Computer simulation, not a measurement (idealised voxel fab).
process module | voxel fin reveal
cross-section cut | 185 nm wide | cells 5 nm
A cross-section is a grid of square cells, given in bands from the top down. A band is one or more rows of cells.
Each band's line starts with the height of the band's top and of its bottom, in nm. Then come its materials from left to right, each with its width in nm. One material with "throughout" fills the band from edge to edge. "air" is empty space.
Height 0 is the level under which the wafer as received is all one material. The lowest band goes on downwards, as in "0 down".
A width such as "30 to 40" changes by the same amount from each row of cells to the next, from the band's top row to its bottom row.
"no change" after a step means that no cell of the cross-section changed.
closed voids: empty space of 8 cells or more with no open way to the top, each as width x height at its distance from the left edge, in nm
after a step's settings: what the simulator itself notes on the step
overlay nm, on a step with a mask: how far to the right of its planned place the mask lay; to the left if negative
plan
1 op RECEIVE | material Si
2 op CONFORMAL_DEP | material SiN | thk nm 10
3 op PATTERN | tone cover | mask id FINS | material resist | width nm 15 | pitch nm 40 | thk nm 20 | overlay nm 0
4 op DIRECTIONAL_ETCH | etch materials SiN | depth nm 10
5 op DIRECTIONAL_ETCH | etch materials Si | depth nm 35
6 op STRIP | etch materials resist
7 op OXIDIZE | depth nm 5
8 op FILL_DEP | material SiO2 | thk nm 10
9 op CMP | height nm 10
10 op SELECTIVE_ETCH | etch materials SiO2 | depth nm 20
11 op STRIP | etch materials SiN
12 op CONFORMAL_DEP | material HfO2 | thk nm 5
varied across the wafers: depth nm of step 10. The plan shows the first wafer's value. All wafers start alike
first wafer as received, after step 1
  0 down: Si throughout
  closed voids: none
first wafer at the end, after step 12
  5 to 0: air 65 | HfO2 15 | air 25 | HfO2 15 | air 65
  0 to -5: air 65 | HfO2 5 | Si 5 | HfO2 5 | air 25 | HfO2 5 | Si 5 | HfO2 5 | air 65
  -5 to -10: HfO2 70 | Si 5 | HfO2 35 | Si 5 | HfO2 70
  -10 to -40: SiO2 70 | Si 5 | SiO2 35 | Si 5 | SiO2 70
  -40 down: Si throughout
  closed voids: none
last wafer at the end
  5 to 0: air 65 | HfO2 15 | air 25 | HfO2 15 | air 65
  0 to -30: air 65 | HfO2 5 | Si 5 | HfO2 5 | air 25 | HfO2 5 | Si 5 | HfO2 5 | air 65
  -30 to -35: HfO2 70 | Si 5 | HfO2 35 | Si 5 | HfO2 70
  -35 to -40: SiO2 70 | Si 5 | SiO2 35 | Si 5 | SiO2 70
  -40 down: Si throughout
  closed voids: none
each wafer at the end: cells of each material gained (+) or lost (-) since it was received, then its closed voids
depth nm 20 | +45 HfO2 | -280 Si | +210 SiO2 | closed voids: none
depth nm 25 | +49 HfO2 | -280 Si | +175 SiO2 | closed voids: none
depth nm 30 | +53 HfO2 | -280 Si | +140 SiO2 | closed voids: none
depth nm 35 | +57 HfO2 | -280 Si | +105 SiO2 | closed voids: none
depth nm 40 | +61 HfO2 | -280 Si | +70 SiO2 | closed voids: none
depth nm 45 | +65 HfO2 | -280 Si | +35 SiO2 | closed voids: none
